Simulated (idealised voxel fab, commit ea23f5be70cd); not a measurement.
Process module under the name voxel wiring stack
The cross-section shown here is cut; it is 195 nm wide and divided into square cells measuring 5 nm on a side.
Square cells in a grid make up a cross-section in this document, and the grid is given as bands, listed from the top down, each one or more rows of cells.
First you get the band's top height and its bottom height, in nm, and then the materials it's made of, left to right, with each width in nm. If you see a single material with "throughout", that one covers the band edge to edge. "empty" is empty space.
It should be noted that heights are counted from 0, beneath which the wafer as supplied is of one material throughout, and that the lowest band possesses no lower boundary but continues downward, as written in "top 0, no bottom".
The notation "30->40" denotes a width that varies across the rows of cells in the band, beginning at the first number in the top row, finishing at the second number in the bottom row, and changing by an identical amount from each row to the next.
"same as before" for a step: no cell of the cross-section changed in that step.
The label "Unvented internal voids" introduces a list of the empty spaces, 8 cells or larger, that have no open way up to the top; each entry in it reads width x height at distance, where the distance is taken from the left edge and all three are stated in nm.
Where a step's line continues beyond its settings, the continuation is a remark by the simulator itself on that step.
overlay nm: mask offset rightward from planned place, masked step; negative means leftward offset.

This section lists the process steps that were planned
1: RECEIVE with material Si
2: CONFORMAL_DEP with material SiO2, thk nm 15
3: CONFORMAL_DEP with material SiN, thk nm 5
4: DIRECTIONAL_DEP with material lowk, thk nm 25
5: DIRECTIONAL_DEP with material aC, thk nm 15
6: PATTERN with tone open, mask id METAL_1, material resist, width nm 25, pitch nm 55, thk nm 35, overlay nm 0
7: DIRECTIONAL_ETCH with etch materials aC, depth nm 15
8: STRIP with etch materials resist
9: DIRECTIONAL_ETCH with etch materials lowk, depth nm 25
10: DIRECTIONAL_ETCH with etch materials SiN, depth nm 5
11: STRIP with etch materials aC
12: CONFORMAL_DEP with material TiN, thk nm 5
13: FILL_DEP with material Ru, thk nm 5
14: CMP with height nm 45
15: CONFORMAL_DEP with material SiCN, thk nm 5
16: DIRECTIONAL_DEP with material SiO2, thk nm 30
17: PATTERN with tone open, mask id METAL_2, material resist, width nm 25, pitch nm 55, thk nm 15, overlay nm 0
18: DIRECTIONAL_ETCH with etch materials SiO2, depth nm 20
19: STRIP with etch materials resist
20: DIRECTIONAL_DEP with material aC, thk nm 15
21: PATTERN with tone open, mask id METAL_2_HOLES, material resist, width nm 15, pitch nm 55, thk nm 35, overlay nm 0
22: DIRECTIONAL_ETCH with etch materials aC, depth nm 15
23: STRIP with etch materials resist
24: DIRECTIONAL_ETCH with etch materials SiO2, depth nm 10
25: DIRECTIONAL_ETCH with etch materials SiCN, depth nm 5
26: STRIP with etch materials aC
27: CONFORMAL_DEP with material TiN, thk nm 5
28: FILL_DEP with material Cu, thk nm 5
29: CMP with height nm 80
30: CONFORMAL_DEP with material SiCN, thk nm 5
31: DIRECTIONAL_DEP with material SiO2, thk nm 35
32: PATTERN with tone open, mask id METAL_3_HOLES, material resist, width nm 15, thk nm 20, overlay nm 0
33: DIRECTIONAL_ETCH with etch materials SiO2, depth nm 35
34: STRIP with etch materials resist
35: DIRECTIONAL_DEP with material aC, thk nm 15
36: PATTERN with tone open, mask id METAL_3, material resist, width nm 25, pitch nm 55, thk nm 35, overlay nm 0
37: DIRECTIONAL_ETCH with etch materials aC, depth nm 15
38: STRIP with etch materials resist
39: DIRECTIONAL_ETCH with etch materials SiO2, depth nm 20
40: DIRECTIONAL_ETCH with etch materials SiCN, depth nm 5
41: STRIP with etch materials aC
42: CONFORMAL_DEP with material TiN, thk nm 5
43: FILL_DEP with material Cu, thk nm 10
44: CMP with height nm 120
45: CONFORMAL_DEP with material SiCN, thk nm 5

Step 1 complete: cross-section of the wafer as received
    top 0, no bottom = Si throughout
    Unvented internal voids: none

One mistake in running the module, otherwise start and plan as above: cross-section at the end
    top 125, bottom 120 = SiCN throughout
    top 120, bottom 105 = SiO2=55, then TiN=5, then Cu=15, then TiN=5, then SiO2=30, then TiN=5, then Cu=15, then TiN=5, then SiO2=60
    top 105, bottom 100 = SiO2=55, then TiN=5, then Cu=5, then TiN=15, then SiO2=30, then TiN=25, then SiO2=60
    top 100, bottom 85 = SiO2=55, then TiN=5, then Cu=5, then TiN=5, then SiO2=125
    top 85, bottom 80 = SiCN=55, then TiN=15, then SiCN=125
    top 80, bottom 65 = SiO2=55, then TiN=5, then Cu=15, then TiN=5, then SiO2=30, then TiN=5, then Cu=15, then TiN=5, then SiO2=60
    top 65, bottom 60 = SiO2=55, then TiN=5, then Cu=5, then TiN=15, then SiO2=30, then TiN=5, then Cu=5, then TiN=15, then SiO2=60
    top 60, bottom 50 = SiO2=55, then TiN=5, then Cu=5, then TiN=5, then SiO2=40, then TiN=5, then Cu=5, then TiN=5, then SiO2=70
    top 50, bottom 45 = SiCN=55, then TiN=15, then SiCN=40, then TiN=15, then SiCN=70
    top 45, bottom 40 = TiN=60, then Ru=15, then TiN=40, then Ru=15, then TiN=65
    top 40, bottom 20 = lowk=55, then TiN=5, then Ru=15, then TiN=5, then lowk=30, then TiN=5, then Ru=15, then TiN=5, then lowk=60
    top 20, bottom 15 = lowk=55, then TiN=25, then lowk=30, then TiN=25, then lowk=60
    top 15, bottom 0 = SiO2 throughout
    top 0, no bottom = Si throughout
    Unvented internal voids: none
Deviation noted in wafer processing: execution of step 3 of the plan did not take place, the step having been omitted
